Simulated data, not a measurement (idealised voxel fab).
Process module under the name voxel ribs on slabs
The cross-section shown here is cut; it is 145 nm wide and divided into square cells measuring 5 nm on a side.
Square cells in a grid make up a cross-section in this document, and the grid is given as bands, listed from the top down, each one or more rows of cells. Within each band entry, the heights of the top and of the bottom of the band appear first, in that order and in nm; the materials of the band then follow from left to right, each with its corresponding width in nm. The designation "throughout" on a single material indicates that it fills the band from edge to edge; the designation "air" indicates empty space. Height reference: 0 = level under which incoming wafer is all one material. Lowest band: no bottom, runs on downward, e.g. "from 0 down". The expression "30..40" gives the width at the extremes of the band, the first number at its top row of cells and the second at its bottom row, with the width changing by equal amounts from each row to the next in between. Step note "nothing changed" = no cross-section cell changed. Listed in "Cavities, closed": every empty space of 8 or more cells without an open way to the top. Form: width x height at distance, the distance being from the left edge, all in nm. Text after the settings on a step's line: the simulator's own remark on that step. "overlay nm", when on a step's line for a step with a mask, measures how far to the right of its planned place the mask lay; a negative measure means to the left.

### Planned step list for the process
step 1: RECEIVE with material Si
step 2: DIRECTIONAL_DEP with material SiO2, thk nm 25
step 3: DIRECTIONAL_DEP with material SiN, thk nm 20
step 4: DIRECTIONAL_DEP with material aC, thk nm 15
step 5: PATTERN with tone cover, mask id RIB, material resist, width nm 30, thk nm 35, overlay nm 0
step 6: DIRECTIONAL_ETCH with etch materials aC, depth nm 15
step 7: STRIP with etch materials resist
step 8: DIRECTIONAL_ETCH with etch materials SiN, depth nm 5
step 9: STRIP with etch materials aC
step 10: PATTERN with tone cover, mask id SLAB, material resist, width nm 90, thk nm 20, overlay nm 0
step 11: DIRECTIONAL_ETCH with etch materials SiN, depth nm 15
step 12: STRIP with etch materials resist
step 13: FILL_DEP with material SiO2, thk nm 15
step 14: CMP with height nm 55
step 15: DIRECTIONAL_DEP with material TiN, thk nm 5
step 16: MASKED_ETCH with tone cover, mask id HEATER, width nm 40, etch materials TiN, depth nm 5, overlay nm 0
step 17: CONFORMAL_DEP with material SiO2, thk nm 10

### First of two wafers, processed according to plan

### Cross-section, incoming material, after step 1
- from 0 down  Si throughout
- Cavities, closed: none

### Cross-section through the wafer, step 2 finished
- from 25 to 0  SiO2 throughout
- Under the height 0 nothing was changed.

### Cross-section through the wafer, step 3 finished
- from 45 to 25  SiN throughout
- Under the height 25 nothing was changed.

### Cross-section through the wafer, step 4 finished
- from 60 to 45  aC throughout
- Under the height 45 nothing was changed.

### Cross-section through the wafer, step 5 finished
- from 95 to 60  55 air, then 30 resist, then 60 air
- Under the height 60 nothing was changed.

### Cross-section through the wafer, step 6 finished
- from 80 to 60  55 air, then 30 resist, then 60 air
- from 60 to 45  55 air, then 30 aC, then 60 air
- Under the height 45 nothing was changed.

### Cross-section through the wafer, step 7 finished
- from 60 to 45  55 air, then 30 aC, then 60 air
- Under the height 45 nothing was changed.

### Cross-section through the wafer, step 8 finished
- from 60 to 45  55 air, then 30 aC, then 60 air
- from 45 to 40  55 air, then 30 SiN, then 60 air
- Under the height 40 nothing was changed.

### Cross-section through the wafer, step 9 finished
- from 45 to 40  55 air, then 30 SiN, then 60 air
- Under the height 40 nothing was changed.

### Cross-section through the wafer, step 10 finished
- from 65 to 45  25 air, then 90 resist, then 30 air
- from 45 to 40  25 air, then 30 resist, then 30 SiN, then 30 resist, then 30 air
- Under the height 40 nothing was changed.

### Cross-section through the wafer, step 11 finished
- from 65 to 45  25 air, then 90 resist, then 30 air
- from 45 to 40  25 air, then 30 resist, then 30 SiN, then 30 resist, then 30 air
- from 40 to 25  25 air, then 90 SiN, then 30 air
- Under the height 25 nothing was changed.

### Cross-section through the wafer, step 12 finished
- from 45 to 40  55 air, then 30 SiN, then 60 air
- Under the height 40 nothing was changed.

### Cross-section through the wafer, step 13 finished
- from 60 to 45  SiO2 throughout
- from 45 to 40  55 SiO2, then 30 SiN, then 60 SiO2
- from 40 to 25  25 SiO2, then 90 SiN, then 30 SiO2
- Under the height 25 nothing was changed.

### Cross-section through the wafer, step 14 finished
- from 55 to 45  SiO2 throughout
- Under the height 45 nothing was changed.

### Cross-section through the wafer, step 15 finished
- from 60 to 55  TiN throughout
- Under the height 55 nothing was changed.

### Cross-section through the wafer, step 16 finished
- from 60 to 55  50 air, then 40 TiN, then 55 air
- Under the height 55 nothing was changed.

### Cross-section through the wafer, step 17 finished
- from 70 to 65  40 air, then 60 SiO2, then 45 air
- from 65 to 60  SiO2 throughout
- from 60 to 55  50 SiO2, then 40 TiN, then 55 SiO2
- Under the height 55 nothing was changed.

### second wafer: like start, like plan, one mistake. Through step 2 it matches the first wafer

### Second wafer: cross-section at the scheduled end of step 3
- from 65 to 25  SiN throughout
- Under the height 25 nothing was changed.

### Second wafer: cross-section at the scheduled end of step 4
- from 80 to 65  aC throughout
- Under the height 65 nothing was changed.

### Second wafer: cross-section at the scheduled end of step 5
- from 115 to 80  55 air, then 30 resist, then 60 air
- Under the height 80 nothing was changed.

### Second wafer: cross-section at the scheduled end of step 6
- from 100 to 80  55 air, then 30 resist, then 60 air
- from 80 to 65  55 air, then 30 aC, then 60 air
- Under the height 65 nothing was changed.

### Second wafer: cross-section at the scheduled end of step 7
- from 80 to 65  55 air, then 30 aC, then 60 air
- Under the height 65 nothing was changed.

### Second wafer: cross-section at the scheduled end of step 8
- from 80 to 65  55 air, then 30 aC, then 60 air
- from 65 to 60  55 air, then 30 SiN, then 60 air
- Under the height 60 nothing was changed.

### Second wafer: cross-section at the scheduled end of step 9
- from 65 to 60  55 air, then 30 SiN, then 60 air
- Under the height 60 nothing was changed.

### Second wafer: cross-section at the scheduled end of step 10
- from 85 to 65  25 air, then 90 resist, then 30 air
- from 65 to 60  25 air, then 30 resist, then 30 SiN, then 30 resist, then 30 air
- Under the height 60 nothing was changed.

### Second wafer: cross-section at the scheduled end of step 11
- from 85 to 65  25 air, then 90 resist, then 30 air
- from 65 to 60  25 air, then 30 resist, then 30 SiN, then 30 resist, then 30 air
- from 60 to 45  25 air, then 90 SiN, then 30 air
- Under the height 45 nothing was changed.

### Second wafer: cross-section at the scheduled end of step 12
- from 65 to 60  55 air, then 30 SiN, then 60 air
- Under the height 60 nothing was changed.

### Second wafer: cross-section at the scheduled end of step 13
- from 80 to 65  SiO2 throughout
- from 65 to 60  55 SiO2, then 30 SiN, then 60 SiO2
- from 60 to 45  25 SiO2, then 90 SiN, then 30 SiO2
- Under the height 45 nothing was changed.

### Second wafer: cross-section at the scheduled end of step 14
- from 55 to 45  25 SiO2, then 90 SiN, then 30 SiO2
- Under the height 45 nothing was changed.

### Second wafer: cross-section at the scheduled end of step 15
- from 60 to 55  TiN throughout
- Under the height 55 nothing was changed.

### Second wafer: cross-section at the scheduled end of step 16
- from 60 to 55  50 air, then 40 TiN, then 55 air
- Under the height 55 nothing was changed.

### Second wafer: cross-section at the scheduled end of step 17
- from 70 to 65  40 air, then 60 SiO2, then 45 air
- from 65 to 60  SiO2 throughout
- from 60 to 55  50 SiO2, then 40 TiN, then 55 SiO2
- Under the height 55 nothing was changed.
Here's what went sideways: in the plan, step 3 was performed twice
Upon completion, the second wafer contains, in terms of cells, a greater or smaller amount of certain materials than the first wafer: SiN +92 | SiO2 -92
